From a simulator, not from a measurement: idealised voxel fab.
The document below concerns the process module designated voxel transistor to metal.
Displayed cross-section: cut, width of 295 nm, square cells sized 5 nm.
Cross-section layout: square cells on a grid; listed as bands, top to bottom; a band spans one or more cell rows. Top, bottom (nm), then materials left to right with widths (nm); lone material tagged "everywhere" fills the whole band edge to edge; "air" = empty space. All heights in this document are referenced to 0, defined as the level beneath which the wafer, as received, consists entirely of one material. The lowest band is not bounded below; it extends indefinitely downward and is written in the form "0 -> down". Width: "30 to 40" (first number = top row, second number = bottom row, same change from row to row of cells). For the purposes of this document, the phrase "no modification" attached to a step denotes that no cell within the cross-section was modified by that step. "Trapped cavities": empty spaces of 8 cells or more with no open way to the top, each given as width x height at distance, distance from the left edge, all in nm. That trailing text on a step's line, after the settings, is the simulator's own remark on the step. overlay nm: where the mask lay relative to plan, measured to the right, on steps with a mask; negatives go left.

Below is the list of planned process steps
1: RECEIVE with material Si
2: OXIDIZE with depth nm 5
3: CONFORMAL_DEP with material SiN, thk nm 10
4: DIRECTIONAL_DEP with material aC, thk nm 15
5: PATTERN with tone cover, mask id ACTIVE, material resist, width nm 110, pitch nm 140, thk nm 30, overlay nm 0
6: DIRECTIONAL_ETCH with etch materials aC, depth nm 15
7: STRIP with etch materials resist
8: DIRECTIONAL_ETCH with etch materials SiN, depth nm 10
9: DIRECTIONAL_ETCH with etch materials SiO2, depth nm 5
10: DIRECTIONAL_ETCH with etch materials Si, depth nm 30
11: STRIP with etch materials aC
12: FILL_DEP with material SiO2, thk nm 5
13: CMP with height nm 10
14: SELECTIVE_ETCH with etch materials SiO2, depth nm 5
15: STRIP with etch materials SiN
16: SELECTIVE_ETCH with etch materials SiO2, depth nm 5
17: OXIDIZE with depth nm 5
18: DIRECTIONAL_DEP with material polySi, thk nm 30
19: DIRECTIONAL_DEP with material SiCN, thk nm 10
20: PATTERN with tone cover, mask id GATE, material resist, width nm 15, pitch nm 140, thk nm 20, overlay nm 0
21: DIRECTIONAL_ETCH with etch materials SiCN, depth nm 20
22: DIRECTIONAL_ETCH with etch materials polySi, depth nm 40
23: STRIP with etch materials resist
24: CONFORMAL_DEP with material SiO2, thk nm 5
25: DIRECTIONAL_ETCH with etch materials SiO2, depth nm 5
26: CONFORMAL_DEP with material SiN, thk nm 5
27: DIRECTIONAL_ETCH with etch materials SiN, depth nm 5
28: DIRECTIONAL_ETCH with etch materials SiO2, depth nm 5
29: DIRECTIONAL_ETCH with etch materials Si, depth nm 10
30: EPI with material SiGe, thk nm 15
31: FILL_DEP with material SiO2, thk nm 5
32: CMP with height nm 35
33: DIRECTIONAL_DEP with material SiO2, thk nm 10
34: PATTERN with tone open, mask id CONTACT, material resist, width nm 35, thk nm 15, overlay nm 0
35: DIRECTIONAL_ETCH with etch materials SiO2, depth nm 40
36: STRIP with etch materials resist
37: CONFORMAL_DEP with material TiN, thk nm 5
38: FILL_DEP with material Ru, thk nm 5
39: CMP with height nm 45
40: DIRECTIONAL_DEP with material TiN, thk nm 5
41: DIRECTIONAL_DEP with material W, thk nm 20
42: DIRECTIONAL_DEP with material aC, thk nm 10
43: PATTERN with tone cover, mask id METAL_1, material resist, width nm 20, thk nm 25, overlay nm 0
44: DIRECTIONAL_ETCH with etch materials aC, depth nm 10
45: STRIP with etch materials resist
46: DIRECTIONAL_ETCH with etch materials W, depth nm 20
47: DIRECTIONAL_ETCH with etch materials TiN, depth nm 5
48: STRIP with etch materials aC
49: CONFORMAL_DEP with material SiN, thk nm 5
50: FILL_DEP with material SiO2, thk nm 10
51: CMP with height nm 70
52: CONFORMAL_DEP with material SiCN, thk nm 5
Keep in mind the plan's value for the width nm of step 20 comes from the first wafer; the wafers don't share that setting, but they do share the same starting point.

As-received cross-section, first of several wafers, post step 1
- 0 -> down = Si everywhere
- Trapped cavities: none

Below, a row for every wafer. Read it as the end-of-module picture: for each material the wafer shows its cells gained (+) or lost (-) since it was received, and then its closed voids
width nm 15, +128 Ru, -245 Si, +71 SiCN, +130 SiGe, +111 SiN, +490 SiO2, +100 TiN, +64 W, +36 polySi, Trapped cavities: none
width nm 20, +116 Ru, -241 Si, +75 SiCN, +124 SiGe, +111 SiN, +488 SiO2, +100 TiN, +64 W, +48 polySi, Trapped cavities: none
width nm 25, +104 Ru, -237 Si, +79 SiCN, +114 SiGe, +111 SiN, +478 SiO2, +112 TiN, +64 W, +60 polySi, Trapped cavities: none
width nm 30, +92 Ru, -233 Si, +83 SiCN, +104 SiGe, +111 SiN, +468 SiO2, +124 TiN, +64 W, +72 polySi, Trapped cavities: none
width nm 35, +80 Ru, -229 Si, +87 SiCN, +94 SiGe, +111 SiN, +470 SiO2, +124 TiN, +64 W, +84 polySi, Trapped cavities: none
